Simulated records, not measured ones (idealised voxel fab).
process module | voxel local oxidation
cross-section cut | 175 nm wide | cells 5 nm
A cross-section is a grid of square cells, given in bands from the top down. A band is one or more rows of cells.
Each band's line starts with the height of the band's top and of its bottom, in nm. Then come its materials from left to right, each with its width in nm. One material with "throughout" fills the band from edge to edge. "air" is empty space.
Height 0 is the level under which the wafer as received is all one material. The lowest band goes on downwards, as in "0 down".
A width such as "30 to 40" changes by the same amount from each row of cells to the next, from the band's top row to its bottom row.
"no change" after a step means that no cell of the cross-section changed.
closed voids: empty space of 8 cells or more with no open way to the top, each as width x height at its distance from the left edge, in nm
after a step's settings: what the simulator itself notes on the step
overlay nm, on a step with a mask: how far to the right of its planned place the mask lay; to the left if negative
plan
1 op RECEIVE | material Si
2 op OXIDIZE | depth nm 5
3 op CONFORMAL_DEP | material SiN | thk nm 15
4 op PATTERN | tone cover | mask id ACTIVE | material resist | width nm 100 | thk nm 15 | overlay nm 0
5 op DIRECTIONAL_ETCH | etch materials SiN | depth nm 15
6 op STRIP | etch materials resist
7 op SELECTIVE_ETCH | etch materials SiO2 | depth nm 5
8 op OXIDIZE | depth nm 10
9 op STRIP | etch materials SiN
first wafer, as planned
as received, after step 1
  0 down: Si throughout
  closed voids: none
after step 2
  0 to -5: SiO2 throughout
  below -5: unchanged
after step 3
  15 to 0: SiN throughout
  below 0: unchanged
after step 4
  30 to 15: air 35 | resist 100 | air 40
  below 15: unchanged
after step 5
  30 to 15: air 35 | resist 100 | air 40
  15 to 0: air 35 | SiN 100 | air 40
  below 0: unchanged
after step 6
  15 to 0: air 35 | SiN 100 | air 40
  below 0: unchanged
after step 7
  15 to 0: air 35 | SiN 100 | air 40
  0 to -5: air 40 | SiO2 90 | air 45
  below -5: unchanged
after step 8
  15 to 0: air 35 | SiN 100 | air 40
  0 to -5: air 40 | SiO2 90 | air 45
  -5 to -15: SiO2 50 | Si 70 | SiO2 55
  below -15: unchanged
after step 9
  0 to -5: air 40 | SiO2 90 | air 45
  below -5: unchanged
second wafer: like start, like plan, one mistake. Through step 8 it matches the first wafer
when step 9 should have ended: no change
what went wrong: step 9 was left out
at the end the second wafer has, in cells: 60 more of SiN
